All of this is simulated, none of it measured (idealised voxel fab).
process module | voxel ribs on slabs
cross-section cut | 190 nm wide | cells 5 nm
A cross-section is a grid of square cells, given in bands from the top down. A band is one or more rows of cells.
Each band's line starts with the height of the band's top and of its bottom, in nm. Then come its materials from left to right, each with its width in nm. One material with "throughout" fills the band from edge to edge. "air" is empty space.
Height 0 is the level under which the wafer as received is all one material. The lowest band goes on downwards, as in "0 down".
A width such as "30 to 40" changes by the same amount from each row of cells to the next, from the band's top row to its bottom row.
"no change" after a step means that no cell of the cross-section changed.
closed voids: empty space of 8 cells or more with no open way to the top, each as width x height at its distance from the left edge, in nm
after a step's settings: what the simulator itself notes on the step
overlay nm, on a step with a mask: how far to the right of its planned place the mask lay; to the left if negative
plan
1 op RECEIVE | material Si
2 op DIRECTIONAL_DEP | material SiO2 | thk nm 25
3 op DIRECTIONAL_DEP | material SiN | thk nm 15
4 op PATTERN | tone cover | mask id RIB | material resist | width nm 25 | thk nm 20 | overlay nm 0
5 op DIRECTIONAL_ETCH | etch materials SiN | depth nm 10
6 op STRIP | etch materials resist
7 op MASKED_ETCH | tone cover | mask id SLAB | width nm 75 | etch materials SiN | depth nm 5 | overlay nm 0
8 op FILL_DEP | material SiO2 | thk nm 15
9 op CMP | height nm 50
10 op DIRECTIONAL_DEP | material W | thk nm 5
11 op PATTERN | tone cover | mask id HEATER | material resist | width nm 35 | thk nm 20 | overlay nm 0
12 op DIRECTIONAL_ETCH | etch materials W | depth nm 5
13 op STRIP | etch materials resist
14 op CONFORMAL_DEP | material SiN | thk nm 10
first wafer, as planned
as received, after step 1
  0 down: Si throughout
  closed voids: none
after step 2
  25 to 0: SiO2 throughout
  below 0: unchanged
after step 3
  40 to 25: SiN throughout
  below 25: unchanged
after step 4
  60 to 40: air 80 | resist 25 | air 85
  below 40: unchanged
after step 5
  60 to 40: air 80 | resist 25 | air 85
  40 to 30: air 80 | SiN 25 | air 85
  below 30: unchanged
after step 6
  40 to 30: air 80 | SiN 25 | air 85
  below 30: unchanged
after step 7
  40 to 30: air 80 | SiN 25 | air 85
  30 to 25: air 55 | SiN 75 | air 60
  below 25: unchanged
after step 8
  55 to 40: SiO2 throughout
  40 to 30: SiO2 80 | SiN 25 | SiO2 85
  30 to 25: SiO2 55 | SiN 75 | SiO2 60
  below 25: unchanged
after step 9
  50 to 40: SiO2 throughout
  below 40: unchanged
after step 10
  55 to 50: W throughout
  below 50: unchanged
after step 11
  75 to 55: air 75 | resist 35 | air 80
  below 55: unchanged
after step 12
  75 to 55: air 75 | resist 35 | air 80
  55 to 50: air 75 | W 35 | air 80
  below 50: unchanged
after step 13
  55 to 50: air 75 | W 35 | air 80
  below 50: unchanged
after step 14
  65 to 60: air 65 | SiN 55 | air 70
  60 to 55: SiN throughout
  55 to 50: SiN 75 | W 35 | SiN 80
  below 50: unchanged
second wafer: like start, like plan, one mistake. Through step 2 it matches the first wafer
when step 3 should have ended
  55 to 25: SiN throughout
  below 25: unchanged
when step 4 should have ended
  75 to 55: air 80 | resist 25 | air 85
  below 55: unchanged
when step 5 should have ended
  75 to 55: air 80 | resist 25 | air 85
  55 to 45: air 80 | SiN 25 | air 85
  below 45: unchanged
when step 6 should have ended
  55 to 45: air 80 | SiN 25 | air 85
  below 45: unchanged
when step 7 should have ended
  55 to 45: air 80 | SiN 25 | air 85
  45 to 40: air 55 | SiN 75 | air 60
  below 40: unchanged
when step 8 should have ended
  70 to 55: SiO2 throughout
  55 to 45: SiO2 80 | SiN 25 | SiO2 85
  45 to 40: SiO2 55 | SiN 75 | SiO2 60
  below 40: unchanged
when step 9 should have ended
  50 to 40: SiO2 80 to 55 | SiN 25 to 75 | SiO2 85 to 60
  below 40: unchanged
when step 10 should have ended
  55 to 50: W throughout
  below 50: unchanged
when step 11 should have ended
  75 to 55: air 75 | resist 35 | air 80
  below 55: unchanged
when step 12 should have ended
  75 to 55: air 75 | resist 35 | air 80
  55 to 50: air 75 | W 35 | air 80
  below 50: unchanged
when step 13 should have ended
  55 to 50: air 75 | W 35 | air 80
  below 50: unchanged
when step 14 should have ended
  65 to 60: air 65 | SiN 55 | air 70
  60 to 55: SiN throughout
  55 to 50: SiN 75 | W 35 | SiN 80
  below 50: unchanged
what went wrong: step 3 was run twice
at the end the second wafer has, in cells: 109 more of SiN | 109 fewer of SiO2
